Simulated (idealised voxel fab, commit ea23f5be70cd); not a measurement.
process module | voxel ribs on slabs
cross-section cut | 220 nm wide | cells 5 nm
A cross-section is a grid of square cells, given in bands from the top down. A band is one or more rows of cells.
Each band's line starts with the height of the band's top and of its bottom, in nm. Then come its materials from left to right, each with its width in nm. One material with "throughout" fills the band from edge to edge. "air" is empty space.
Height 0 is the level under which the wafer as received is all one material. The lowest band goes on downwards, as in "0 down".
A width such as "30 to 40" changes by the same amount from each row of cells to the next, from the band's top row to its bottom row.
"no change" after a step means that no cell of the cross-section changed.
closed voids: empty space of 8 cells or more with no open way to the top, each as width x height at its distance from the left edge, in nm
after a step's settings: what the simulator itself notes on the step
overlay nm, on a step with a mask: how far to the right of its planned place the mask lay; to the left if negative
plan
1 op RECEIVE | material Si
2 op DIRECTIONAL_DEP | material SiO2 | thk nm 30
3 op DIRECTIONAL_DEP | material polySi | thk nm 15
4 op PATTERN | tone cover | mask id RIB | material resist | width nm 20 | thk nm 15 | overlay nm 0
5 op DIRECTIONAL_ETCH | etch materials polySi | depth nm 10
6 op STRIP | etch materials resist
7 op MASKED_ETCH | tone cover | mask id SLAB | width nm 70 | etch materials polySi | depth nm 5 | overlay nm 0
8 op FILL_DEP | material SiO2 | thk nm 15
9 op CMP | height nm 55
10 op DIRECTIONAL_DEP | material TiN | thk nm 5
11 op DIRECTIONAL_DEP | material aC | thk nm 15
12 op PATTERN | tone cover | mask id HEATER | material resist | width nm 30 | thk nm 35 | overlay nm 0
13 op DIRECTIONAL_ETCH | etch materials aC | depth nm 15
14 op STRIP | etch materials resist
15 op DIRECTIONAL_ETCH | etch materials TiN | depth nm 5
16 op STRIP | etch materials aC
17 op CONFORMAL_DEP | material SiO2 | thk nm 5
first wafer, as planned
as received, after step 1
  0 down: Si throughout
  closed voids: none
after step 2
  30 to 0: SiO2 throughout
  below 0: unchanged
after step 3
  45 to 30: polySi throughout
  below 30: unchanged
after step 4
  60 to 45: air 100 | resist 20 | air 100
  below 45: unchanged
after step 5
  60 to 45: air 100 | resist 20 | air 100
  45 to 35: air 100 | polySi 20 | air 100
  below 35: unchanged
after step 6
  45 to 35: air 100 | polySi 20 | air 100
  below 35: unchanged
after step 7
  45 to 35: air 100 | polySi 20 | air 100
  35 to 30: air 75 | polySi 70 | air 75
  below 30: unchanged
after step 8
  60 to 45: SiO2 throughout
  45 to 35: SiO2 100 | polySi 20 | SiO2 100
  35 to 30: SiO2 75 | polySi 70 | SiO2 75
  below 30: unchanged
after step 9
  55 to 45: SiO2 throughout
  below 45: unchanged
after step 10
  60 to 55: TiN throughout
  below 55: unchanged
after step 11
  75 to 60: aC throughout
  below 60: unchanged
after step 12
  110 to 75: air 95 | resist 30 | air 95
  below 75: unchanged
after step 13
  95 to 75: air 95 | resist 30 | air 95
  75 to 60: air 95 | aC 30 | air 95
  below 60: unchanged
after step 14
  75 to 60: air 95 | aC 30 | air 95
  below 60: unchanged
after step 15
  75 to 60: air 95 | aC 30 | air 95
  60 to 55: air 95 | TiN 30 | air 95
  below 55: unchanged
after step 16
  60 to 55: air 95 | TiN 30 | air 95
  below 55: unchanged
after step 17
  65 to 60: air 90 | SiO2 40 | air 90
  60 to 55: SiO2 95 | TiN 30 | SiO2 95
  below 55: unchanged
second wafer: like start, like plan, one mistake. Through step 11 it matches the first wafer
when step 12 should have ended
  110 to 75: resist 95 | air 30 | resist 95
  below 75: unchanged
when step 13 should have ended
  95 to 75: resist 95 | air 30 | resist 95
  75 to 60: aC 95 | air 30 | aC 95
  below 60: unchanged
when step 14 should have ended
  75 to 60: aC 95 | air 30 | aC 95
  below 60: unchanged
when step 15 should have ended
  75 to 60: aC 95 | air 30 | aC 95
  60 to 55: TiN 95 | air 30 | TiN 95
  below 55: unchanged
when step 16 should have ended
  60 to 55: TiN 95 | air 30 | TiN 95
  below 55: unchanged
when step 17 should have ended
  65 to 60: SiO2 100 | air 20 | SiO2 100
  60 to 55: TiN 95 | SiO2 30 | TiN 95
  below 55: unchanged
what went wrong: step 12 ran as: op PATTERN | tone open | mask id HEATER | material resist | width nm 30 | thk nm 35 | overlay nm 0
at the end the second wafer has, in cells: 32 more of TiN
